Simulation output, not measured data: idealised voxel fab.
A process module follows: voxel trench capacitor.
In the cross-section labelled cut, the width is 245 nm and each square cell is 5 nm.
Square cells in a grid make up a cross-section in this document, and the grid is given as bands, listed from the top down, each one or more rows of cells. Look at the band entry: it leads with the top's height and the bottom's height in nm. Then it lists the materials left to right, with a width in nm for each. The word "all across" on a single material says that material fills the band edge to edge. The word "empty" is empty space. Counting heights begins at 0, where everything beneath is, in the wafer as received, one material. The lowest band has no bottom; it goes on downwards, as "0..down" shows. It should be noted that a width expressed as "30..40" varies in equal increments from row to row of cells within the band, taking the value of the first number at the top row and that of the second number at the bottom row. "left unchanged" (step): cross-section cells unchanged, all of them. Any empty space of 8 cells or more lacking an open way to the top shows up in "Fully sealed cavities" as width x height at distance, distance from the left edge, in nm. Post-settings text on a step line: simulator's own remark regarding the step. overlay nm: right-of-plan distance of the mask on a masked step; negative values mean left-of-plan.
The planned process steps are enumerated hereunder
step 1: RECEIVE [material Si]
step 2: CONFORMAL_DEP [material SiN] [thk nm 10]
step 3: DIRECTIONAL_DEP [material aC] [thk nm 15]
step 4: PATTERN [tone open] [mask id TRENCH] [material resist] [width nm 20] [pitch nm 40] [thk nm 35] [overlay nm 0]
step 5: DIRECTIONAL_ETCH [etch materials aC] [depth nm 15]
step 6: STRIP [etch materials resist]
step 7: DIRECTIONAL_ETCH [etch materials SiN] [depth nm 10]
step 8: DIRECTIONAL_ETCH [etch materials Si] [depth nm 30]
step 9: STRIP [etch materials aC]
step 10: CONFORMAL_DEP [material Al2O3] [thk nm 5]
step 11: FILL_DEP [material polySi] [thk nm 10]
step 12: CMP [height nm 10]
Incoming wafer, cross-sectional view, post step 1
- 0..down  Si all across
- Fully sealed cavities: none
Same starting wafer, same plan as above, one mistake in the execution; this is the cross-section at the end of the module
- 10..0  SiN: 90, Al2O3: 5, polySi: 10, Al2O3: 5, SiN: 20, Al2O3: 5, polySi: 10, Al2O3: 5, SiN: 95
- 0..-55  Si: 90, Al2O3: 5, polySi: 10, Al2O3: 5, Si: 20, Al2O3: 5, polySi: 10, Al2O3: 5, Si: 95
- -55..-60  Si: 90, Al2O3: 20, Si: 20, Al2O3: 20, Si: 95
- -60..down  Si all across
- Fully sealed cavities: none
Error vs. plan: regarding the plan, step 8 was run twice
